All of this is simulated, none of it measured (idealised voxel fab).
You're looking at the process module voxel gate over fins.
The cross-section on display is named cut; it measures 210 nm wide, and its cells are 5 nm squares.
Cross-section format: a grid of square cells, given as bands from top to bottom; each band is one or more rows of cells. Heights first: top, then bottom, in nm. Then materials, left to right, each with a width in nm. "full width" on a single material: fills the band edge to edge. "air": empty space. Height is counted from the level 0, under which the received wafer is composed throughout of one material. The lowest of the bands is not closed at the bottom but continues downward, in the notation "0 -> down". Think of "30..40" as a width that walks from the first number to the second as you go down the band, top row to bottom row, taking equal-sized steps from row to row. What does "no modifications" mean for a step? It means no cell of the cross-section changed in that step. Listed in "Closed void inventory": every empty space of 8 or more cells without an open way to the top. Form: width x height at distance, the distance being from the left edge, all in nm. Heads up: the bit after the settings on a step's line is the simulator's remark on that step. "overlay nm", when on a step's line for a step with a mask, measures how far to the right of its planned place the mask lay; a negative measure means to the left.

[So here's the lineup of process steps we planned]
1: RECEIVE [material Si]
2: CONFORMAL_DEP [material SiN] [thk nm 5]
3: MASKED_ETCH [tone cover] [mask id FINS] [width nm 15] [pitch nm 45] [etch materials SiN] [depth nm 5] [overlay nm 0]
4: MASKED_ETCH [tone cover] [mask id FINS] [width nm 15] [pitch nm 45] [etch materials Si] [depth nm 30] [overlay nm 0]
5: FILL_DEP [material SiO2] [thk nm 5]
6: CMP [height nm 5]
7: SELECTIVE_ETCH [etch materials SiO2] [depth nm 15]
8: STRIP [etch materials SiN]
9: CONFORMAL_DEP [material HfO2] [thk nm 5]
10: CONFORMAL_DEP [material TiN] [thk nm 5]
11: FILL_DEP [material W] [thk nm 10]
12: CMP [height nm 15]
13: CONFORMAL_DEP [material SiCN] [thk nm 10]

[The cross-section here shows the wafer as received, i.e. in its state after step 1]
* 0 -> down | Si full width
* Closed void inventory: none

[Cross-section at module end, one run error; start and plan unchanged from above]
* 25 -> 15 | SiCN full width
* 15 -> 5 | W full width
* 5 -> 0 | W (25) / TiN (25) / W (20) / TiN (25) / W (20) / TiN (25) / W (20) / TiN (25) / W (25)
* 0 -> -5 | W (25) / TiN (5) / Si (15) / TiN (5) / W (20) / TiN (5) / Si (15) / TiN (5) / W (20) / TiN (5) / Si (15) / TiN (5) / W (20) / TiN (5) / Si (15) / TiN (5) / W (25)
* -5 -> -10 | TiN (30) / Si (15) / TiN (30) / Si (15) / TiN (30) / Si (15) / TiN (30) / Si (15) / TiN (30)
* -10 -> -30 | SiO2 (30) / Si (15) / SiO2 (30) / Si (15) / SiO2 (30) / Si (15) / SiO2 (30) / Si (15) / SiO2 (30)
* -30 -> down | Si full width
* Closed void inventory: none
What went wrong in running the wafer? step 9 of the plan was excluded from execution and never run
